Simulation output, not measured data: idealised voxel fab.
Documented hereafter: the process module known as voxel gate over fins.
This is section cut - it's 255 nm across, gridded in 5 nm square cells.
Cross-section = grid of square cells, listed top down in bands; band = one or more rows.
Each band's line starts with the height of the band's top and of its bottom, in nm. Then come its materials from left to right, each with its width in nm. One material with "everywhere" fills the band from edge to edge. "empty" is empty space.
A quick word on heights: they are counted from 0, and under that level the wafer as it came to us is one material throughout. The lowest band is different from the rest in having no bottom; it simply continues downward, written as in "top 0, no bottom".
Top row gets the first number, bottom row gets the second, and each row in between changes by the same step: that is how a band width like "30->40" works.
The designation "everything unchanged", where it is given for a processing step, indicates that no cell of the cross-section was altered in the course of that step.
In "Cavities, sealed" the enclosed voids are listed, meaning empty spaces of 8 cells or larger without any opening to the top. The form is width x height at distance, distance from the left edge, units nm.
Whatever follows a step's settings on its line is a remark the simulator itself makes about that step.
The line of a step may include "overlay nm". On a step with a mask, this value is how far to the right of its planned place the mask lay. A negative value means the mask lay to the left.
# Intended process steps
1: RECEIVE,material Si
2: CONFORMAL_DEP,material SiN,thk nm 5
3: MASKED_ETCH,tone cover,mask id FINS,width nm 15,pitch nm 55,etch materials SiN,depth nm 5,overlay nm 0
4: MASKED_ETCH,tone cover,mask id FINS,width nm 15,pitch nm 55,etch materials Si,depth nm 40,overlay nm 0
5: FILL_DEP,material SiO2,thk nm 5
6: CMP,height nm 5
7: PATTERN,tone open,mask id RAIL,material resist,width nm 15,thk nm 20,overlay nm 0
8: DIRECTIONAL_ETCH,etch materials SiO2,depth nm 40
9: STRIP,etch materials resist
10: CONFORMAL_DEP,material TiN,thk nm 5
11: FILL_DEP,material Ru,thk nm 5
12: CMP,height nm 5
13: SELECTIVE_ETCH,etch materials W Ru TiN,depth nm 25
14: FILL_DEP,material SiO2,thk nm 5
15: CMP,height nm 5
16: SELECTIVE_ETCH,etch materials SiO2,depth nm 15
17: STRIP,etch materials SiN
18: CONFORMAL_DEP,material HfO2,thk nm 5
19: CONFORMAL_DEP,material TiN,thk nm 5
20: CONFORMAL_DEP,material TiAl,thk nm 5
21: CONFORMAL_DEP,material TiN,thk nm 5
22: FILL_DEP,material W,thk nm 15
23: CMP,height nm 30
24: CONFORMAL_DEP,material SiN,thk nm 10
# Concerning the first of two wafers, which was run in accordance with the plan
# As-received state of the wafer in cross-section, equivalent to post-step 1
- top 0, no bottom | Si everywhere
- Cavities, sealed: none
# The wafer, seen in cross-section, after step 2
- top 5, bottom 0 | SiN everywhere
- Under 0: no change, same as before.
# The wafer, seen in cross-section, after step 3
- top 5, bottom 0 | empty: 35, SiN: 15, empty: 40, SiN: 15, empty: 40, SiN: 15, empty: 40, SiN: 15, empty: 40
- Under 0: no change, same as before.
# The wafer, seen in cross-section, after step 4
- top 5, bottom 0 | empty: 35, SiN: 15, empty: 40, SiN: 15, empty: 40, SiN: 15, empty: 40, SiN: 15, empty: 40
- top 0, bottom -40 | empty: 35, Si: 15, empty: 40, Si: 15, empty: 40, Si: 15, empty: 40, Si: 15, empty: 40
- Under -40: no change, same as before.
# The wafer, seen in cross-section, after step 5
- top 10, bottom 5 | SiO2 everywhere
- top 5, bottom 0 | SiO2: 35, SiN: 15, SiO2: 40, SiN: 15, SiO2: 40, SiN: 15, SiO2: 40, SiN: 15, SiO2: 40
- top 0, bottom -40 | SiO2: 35, Si: 15, SiO2: 40, Si: 15, SiO2: 40, Si: 15, SiO2: 40, Si: 15, SiO2: 40
- Under -40: no change, same as before.
# The wafer, seen in cross-section, after step 6
- top 5, bottom 0 | SiO2: 35, SiN: 15, SiO2: 40, SiN: 15, SiO2: 40, SiN: 15, SiO2: 40, SiN: 15, SiO2: 40
- Under 0: no change, same as before.
# The wafer, seen in cross-section, after step 7
- top 25, bottom 5 | resist: 60, empty: 15, resist: 180
- Under 5: no change, same as before.
# The wafer, seen in cross-section, after step 8
- top 25, bottom 5 | resist: 60, empty: 15, resist: 180
- top 5, bottom 0 | SiO2: 35, SiN: 15, SiO2: 10, empty: 15, SiO2: 15, SiN: 15, SiO2: 40, SiN: 15, SiO2: 40, SiN: 15, SiO2: 40
- top 0, bottom -35 | SiO2: 35, Si: 15, SiO2: 10, empty: 15, SiO2: 15, Si: 15, SiO2: 40, Si: 15, SiO2: 40, Si: 15, SiO2: 40
- Under -35: no change, same as before.
# The wafer, seen in cross-section, after step 9
- top 5, bottom 0 | SiO2: 35, SiN: 15, SiO2: 10, empty: 15, SiO2: 15, SiN: 15, SiO2: 40, SiN: 15, SiO2: 40, SiN: 15, SiO2: 40
- Under 0: no change, same as before.
# The wafer, seen in cross-section, after step 10
- top 10, bottom 5 | TiN: 65, empty: 5, TiN: 185
- top 5, bottom 0 | SiO2: 35, SiN: 15, SiO2: 10, TiN: 5, empty: 5, TiN: 5, SiO2: 15, SiN: 15, SiO2: 40, SiN: 15, SiO2: 40, SiN: 15, SiO2: 40
- top 0, bottom -30 | SiO2: 35, Si: 15, SiO2: 10, TiN: 5, empty: 5, TiN: 5, SiO2: 15, Si: 15, SiO2: 40, Si: 15, SiO2: 40, Si: 15, SiO2: 40
- top -30, bottom -35 | SiO2: 35, Si: 15, SiO2: 10, TiN: 15, SiO2: 15, Si: 15, SiO2: 40, Si: 15, SiO2: 40, Si: 15, SiO2: 40
- Under -35: no change, same as before.
# The wafer, seen in cross-section, after step 11
- top 15, bottom 10 | Ru everywhere
- top 10, bottom 5 | TiN: 65, Ru: 5, TiN: 185
- top 5, bottom 0 | SiO2: 35, SiN: 15, SiO2: 10, TiN: 5, Ru: 5, TiN: 5, SiO2: 15, SiN: 15, SiO2: 40, SiN: 15, SiO2: 40, SiN: 15, SiO2: 40
- top 0, bottom -30 | SiO2: 35, Si: 15, SiO2: 10, TiN: 5, Ru: 5, TiN: 5, SiO2: 15, Si: 15, SiO2: 40, Si: 15, SiO2: 40, Si: 15, SiO2: 40
- Under -30: no change, same as before.
# The wafer, seen in cross-section, after step 12
- top 5, bottom 0 | SiO2: 35, SiN: 15, SiO2: 10, TiN: 5, Ru: 5, TiN: 5, SiO2: 15, SiN: 15, SiO2: 40, SiN: 15, SiO2: 40, SiN: 15, SiO2: 40
- Under 0: no change, same as before.
# The wafer, seen in cross-section, after step 13
- top 5, bottom 0 | SiO2: 35, SiN: 15, SiO2: 10, empty: 15, SiO2: 15, SiN: 15, SiO2: 40, SiN: 15, SiO2: 40, SiN: 15, SiO2: 40
- top 0, bottom -20 | SiO2: 35, Si: 15, SiO2: 10, empty: 15, SiO2: 15, Si: 15, SiO2: 40, Si: 15, SiO2: 40, Si: 15, SiO2: 40
- Under -20: no change, same as before.
# The wafer, seen in cross-section, after step 14
- top 10, bottom 5 | SiO2 everywhere
- top 5, bottom 0 | SiO2: 35, SiN: 15, SiO2: 40, SiN: 15, SiO2: 40, SiN: 15, SiO2: 40, SiN: 15, SiO2: 40
- top 0, bottom -20 | SiO2: 35, Si: 15, SiO2: 40, Si: 15, SiO2: 40, Si: 15, SiO2: 40, Si: 15, SiO2: 40
- Under -20: no change, same as before.
# The wafer, seen in cross-section, after step 15
- top 5, bottom 0 | SiO2: 35, SiN: 15, SiO2: 40, SiN: 15, SiO2: 40, SiN: 15, SiO2: 40, SiN: 15, SiO2: 40
- Under 0: no change, same as before.
# The wafer, seen in cross-section, after step 16
- top 5, bottom 0 | empty: 35, SiN: 15, empty: 40, SiN: 15, empty: 40, SiN: 15, empty: 40, SiN: 15, empty: 40
- top 0, bottom -10 | empty: 35, Si: 15, empty: 40, Si: 15, empty: 40, Si: 15, empty: 40, Si: 15, empty: 40
- Under -10: no change, same as before.
# The wafer, seen in cross-section, after step 17
- top 0, bottom -10 | empty: 35, Si: 15, empty: 40, Si: 15, empty: 40, Si: 15, empty: 40, Si: 15, empty: 40
- Under -10: no change, same as before.
# The wafer, seen in cross-section, after step 18
- top 5, bottom 0 | empty: 30, HfO2: 25, empty: 30, HfO2: 25, empty: 30, HfO2: 25, empty: 30, HfO2: 25, empty: 35
- top 0, bottom -5 | empty: 30, HfO2: 5, Si: 15, HfO2: 5, empty: 30, HfO2: 5, Si: 15, HfO2: 5, empty: 30, HfO2: 5, Si: 15, HfO2: 5, empty: 30, HfO2: 5, Si: 15, HfO2: 5, empty: 35
- top -5, bottom -10 | HfO2: 35, Si: 15, HfO2: 40, Si: 15, HfO2: 40, Si: 15, HfO2: 40, Si: 15, HfO2: 40
- Under -10: no change, same as before.
# The wafer, seen in cross-section, after step 19
- top 10, bottom 5 | empty: 25, TiN: 35, empty: 20, TiN: 35, empty: 20, TiN: 35, empty: 20, TiN: 35, empty: 30
- top 5, bottom 0 | empty: 25, TiN: 5, HfO2: 25, TiN: 5, empty: 20, TiN: 5, HfO2: 25, TiN: 5, empty: 20, TiN: 5, HfO2: 25, TiN: 5, empty: 20, TiN: 5, HfO2: 25, TiN: 5, empty: 30
- top 0, bottom -5 | TiN: 30, HfO2: 5, Si: 15, HfO2: 5, TiN: 30, HfO2: 5, Si: 15, HfO2: 5, TiN: 30, HfO2: 5, Si: 15, HfO2: 5, TiN: 30, HfO2: 5, Si: 15, HfO2: 5, TiN: 35
- Under -5: no change, same as before.
# The wafer, seen in cross-section, after step 20
- top 15, bottom 10 | empty: 20, TiAl: 45, empty: 10, TiAl: 45, empty: 10, TiAl: 45, empty: 10, TiAl: 45, empty: 25
- top 10, bottom 5 | empty: 20, TiAl: 5, TiN: 35, TiAl: 5, empty: 10, TiAl: 5, TiN: 35, TiAl: 5, empty: 10, TiAl: 5, TiN: 35, TiAl: 5, empty: 10, TiAl: 5, TiN: 35, TiAl: 5, empty: 25
- top 5, bottom 0 | TiAl: 25, TiN: 5, HfO2: 25, TiN: 5, TiAl: 20, TiN: 5, HfO2: 25, TiN: 5, TiAl: 20, TiN: 5, HfO2: 25, TiN: 5, TiAl: 20, TiN: 5, HfO2: 25, TiN: 5, TiAl: 30
- Under 0: no change, same as before.
# The wafer, seen in cross-section, after step 21
- top 20, bottom 15 | empty: 15, TiN: 220, empty: 20
- top 15, bottom 10 | empty: 15, TiN: 5, TiAl: 45, TiN: 10, TiAl: 45, TiN: 10, TiAl: 45, TiN: 10, TiAl: 45, TiN: 5, empty: 20
- top 10, bottom 5 | TiN: 20, TiAl: 5, TiN: 35, TiAl: 5, TiN: 10, TiAl: 5, TiN: 35, TiAl: 5, TiN: 10, TiAl: 5, TiN: 35, TiAl: 5, TiN: 10, TiAl: 5, TiN: 35, TiAl: 5, TiN: 25
- Under 5: no change, same as before.
# The wafer, seen in cross-section, after step 22
- top 35, bottom 20 | W everywhere
- top 20, bottom 15 | W: 15, TiN: 220, W: 20
- top 15, bottom 10 | W: 15, TiN: 5, TiAl: 45, TiN: 10, TiAl: 45, TiN: 10, TiAl: 45, TiN: 10, TiAl: 45, TiN: 5, W: 20
- Under 10: no change, same as before.
# The wafer, seen in cross-section, after step 23
- top 30, bottom 20 | W everywhere
- Under 20: no change, same as before.
# The wafer, seen in cross-section, after step 24
- top 40, bottom 30 | SiN everywhere
- Under 30: no change, same as before.
# For the second wafer, take the first wafer's start and plan, then add one mistake made in running it; everything through step 6, that step included, is shared with the first
# Cross-sectional representation of the second wafer at the time designated in the plan for the completion of step 7
- top 25, bottom 5 | resist: 50, empty: 15, resist: 190
- Under 5: no change, same as before.
# Cross-sectional representation of the second wafer at the time designated in the plan for the completion of step 8
- top 25, bottom 5 | resist: 50, empty: 15, resist: 190
- top 5, bottom 0 | SiO2: 35, SiN: 15, empty: 15, SiO2: 25, SiN: 15, SiO2: 40, SiN: 15, SiO2: 40, SiN: 15, SiO2: 40
- top 0, bottom -35 | SiO2: 35, Si: 15, empty: 15, SiO2: 25, Si: 15, SiO2: 40, Si: 15, SiO2: 40, Si: 15, SiO2: 40
- Under -35: no change, same as before.
# Cross-sectional representation of the second wafer at the time designated in the plan for the completion of step 9
- top 5, bottom 0 | SiO2: 35, SiN: 15, empty: 15, SiO2: 25, SiN: 15, SiO2: 40, SiN: 15, SiO2: 40, SiN: 15, SiO2: 40
- Under 0: no change, same as before.
# Cross-sectional representation of the second wafer at the time designated in the plan for the completion of step 10
- top 10, bottom 5 | TiN: 55, empty: 5, TiN: 195
- top 5, bottom 0 | SiO2: 35, SiN: 15, TiN: 5, empty: 5, TiN: 5, SiO2: 25, SiN: 15, SiO2: 40, SiN: 15, SiO2: 40, SiN: 15, SiO2: 40
- top 0, bottom -30 | SiO2: 35, Si: 15, TiN: 5, empty: 5, TiN: 5, SiO2: 25, Si: 15, SiO2: 40, Si: 15, SiO2: 40, Si: 15, SiO2: 40
- top -30, bottom -35 | SiO2: 35, Si: 15, TiN: 15, SiO2: 25, Si: 15, SiO2: 40, Si: 15, SiO2: 40, Si: 15, SiO2: 40
- Under -35: no change, same as before.
# Cross-sectional representation of the second wafer at the time designated in the plan for the completion of step 11
- top 15, bottom 10 | Ru everywhere
- top 10, bottom 5 | TiN: 55, Ru: 5, TiN: 195
- top 5, bottom 0 | SiO2: 35, SiN: 15, TiN: 5, Ru: 5, TiN: 5, SiO2: 25, SiN: 15, SiO2: 40, SiN: 15, SiO2: 40, SiN: 15, SiO2: 40
- top 0, bottom -30 | SiO2: 35, Si: 15, TiN: 5, Ru: 5, TiN: 5, SiO2: 25, Si: 15, SiO2: 40, Si: 15, SiO2: 40, Si: 15, SiO2: 40
- Under -30: no change, same as before.
# Cross-sectional representation of the second wafer at the time designated in the plan for the completion of step 12
- top 5, bottom 0 | SiO2: 35, SiN: 15, TiN: 5, Ru: 5, TiN: 5, SiO2: 25, SiN: 15, SiO2: 40, SiN: 15, SiO2: 40, SiN: 15, SiO2: 40
- Under 0: no change, same as before.
# Cross-sectional representation of the second wafer at the time designated in the plan for the completion of step 13
- top 5, bottom 0 | SiO2: 35, SiN: 15, empty: 15, SiO2: 25, SiN: 15, SiO2: 40, SiN: 15, SiO2: 40, SiN: 15, SiO2: 40
- top 0, bottom -20 | SiO2: 35, Si: 15, empty: 15, SiO2: 25, Si: 15, SiO2: 40, Si: 15, SiO2: 40, Si: 15, SiO2: 40
- Under -20: no change, same as before.
# Cross-sectional representation of the second wafer at the time designated in the plan for the completion of step 14
- top 10, bottom 5 | SiO2 everywhere
- top 5, bottom 0 | SiO2: 35, SiN: 15, SiO2: 40, SiN: 15, SiO2: 40, SiN: 15, SiO2: 40, SiN: 15, SiO2: 40
- top 0, bottom -20 | SiO2: 35, Si: 15, SiO2: 40, Si: 15, SiO2: 40, Si: 15, SiO2: 40, Si: 15, SiO2: 40
- Under -20: no change, same as before.
# Cross-sectional representation of the second wafer at the time designated in the plan for the completion of step 15
- top 5, bottom 0 | SiO2: 35, SiN: 15, SiO2: 40, SiN: 15, SiO2: 40, SiN: 15, SiO2: 40, SiN: 15, SiO2: 40
- Under 0: no change, same as before.
# Cross-sectional representation of the second wafer at the time designated in the plan for the completion of step 16
- top 5, bottom 0 | empty: 35, SiN: 15, empty: 40, SiN: 15, empty: 40, SiN: 15, empty: 40, SiN: 15, empty: 40
- top 0, bottom -10 | empty: 35, Si: 15, empty: 40, Si: 15, empty: 40, Si: 15, empty: 40, Si: 15, empty: 40
- Under -10: no change, same as before.
# Cross-sectional representation of the second wafer at the time designated in the plan for the completion of step 17
- top 0, bottom -10 | empty: 35, Si: 15, empty: 40, Si: 15, empty: 40, Si: 15, empty: 40, Si: 15, empty: 40
- Under -10: no change, same as before.
# Cross-sectional representation of the second wafer at the time designated in the plan for the completion of step 18
- top 5, bottom 0 | empty: 30, HfO2: 25, empty: 30, HfO2: 25, empty: 30, HfO2: 25, empty: 30, HfO2: 25, empty: 35
- top 0, bottom -5 | empty: 30, HfO2: 5, Si: 15, HfO2: 5, empty: 30, HfO2: 5, Si: 15, HfO2: 5, empty: 30, HfO2: 5, Si: 15, HfO2: 5, empty: 30, HfO2: 5, Si: 15, HfO2: 5, empty: 35
- top -5, bottom -10 | HfO2: 35, Si: 15, HfO2: 40, Si: 15, HfO2: 40, Si: 15, HfO2: 40, Si: 15, HfO2: 40
- Under -10: no change, same as before.
# Cross-sectional representation of the second wafer at the time designated in the plan for the completion of step 19
- top 10, bottom 5 | empty: 25, TiN: 35, empty: 20, TiN: 35, empty: 20, TiN: 35, empty: 20, TiN: 35, empty: 30
- top 5, bottom 0 | empty: 25, TiN: 5, HfO2: 25, TiN: 5, empty: 20, TiN: 5, HfO2: 25, TiN: 5, empty: 20, TiN: 5, HfO2: 25, TiN: 5, empty: 20, TiN: 5, HfO2: 25, TiN: 5, empty: 30
- top 0, bottom -5 | TiN: 30, HfO2: 5, Si: 15, HfO2: 5, TiN: 30, HfO2: 5, Si: 15, HfO2: 5, TiN: 30, HfO2: 5, Si: 15, HfO2: 5, TiN: 30, HfO2: 5, Si: 15, HfO2: 5, TiN: 35
- Under -5: no change, same as before.
# Cross-sectional representation of the second wafer at the time designated in the plan for the completion of step 20
- top 15, bottom 10 | empty: 20, TiAl: 45, empty: 10, TiAl: 45, empty: 10, TiAl: 45, empty: 10, TiAl: 45, empty: 25
- top 10, bottom 5 | empty: 20, TiAl: 5, TiN: 35, TiAl: 5, empty: 10, TiAl: 5, TiN: 35, TiAl: 5, empty: 10, TiAl: 5, TiN: 35, TiAl: 5, empty: 10, TiAl: 5, TiN: 35, TiAl: 5, empty: 25
- top 5, bottom 0 | TiAl: 25, TiN: 5, HfO2: 25, TiN: 5, TiAl: 20, TiN: 5, HfO2: 25, TiN: 5, TiAl: 20, TiN: 5, HfO2: 25, TiN: 5, TiAl: 20, TiN: 5, HfO2: 25, TiN: 5, TiAl: 30
- Under 0: no change, same as before.
# Cross-sectional representation of the second wafer at the time designated in the plan for the completion of step 21
- top 20, bottom 15 | empty: 15, TiN: 220, empty: 20
- top 15, bottom 10 | empty: 15, TiN: 5, TiAl: 45, TiN: 10, TiAl: 45, TiN: 10, TiAl: 45, TiN: 10, TiAl: 45, TiN: 5, empty: 20
- top 10, bottom 5 | TiN: 20, TiAl: 5, TiN: 35, TiAl: 5, TiN: 10, TiAl: 5, TiN: 35, TiAl: 5, TiN: 10, TiAl: 5, TiN: 35, TiAl: 5, TiN: 10, TiAl: 5, TiN: 35, TiAl: 5, TiN: 25
- Under 5: no change, same as before.
# Cross-sectional representation of the second wafer at the time designated in the plan for the completion of step 22
- top 35, bottom 20 | W everywhere
- top 20, bottom 15 | W: 15, TiN: 220, W: 20
- top 15, bottom 10 | W: 15, TiN: 5, TiAl: 45, TiN: 10, TiAl: 45, TiN: 10, TiAl: 45, TiN: 10, TiAl: 45, TiN: 5, W: 20
- Under 10: no change, same as before.
# Cross-sectional representation of the second wafer at the time designated in the plan for the completion of step 23
- top 30, bottom 20 | W everywhere
- Under 20: no change, same as before.
# Cross-sectional representation of the second wafer at the time designated in the plan for the completion of step 24
- top 40, bottom 30 | SiN everywhere
- Under 30: no change, same as before.
What went wrong in running the wafer? step 7 ran with different settings than intended, the actual operation and settings being PATTERN,tone open,mask id RAIL,material resist,width nm 15,thk nm 20,overlay nm -10
Final wafers compared: equal cell tally per material, rearranged layout.
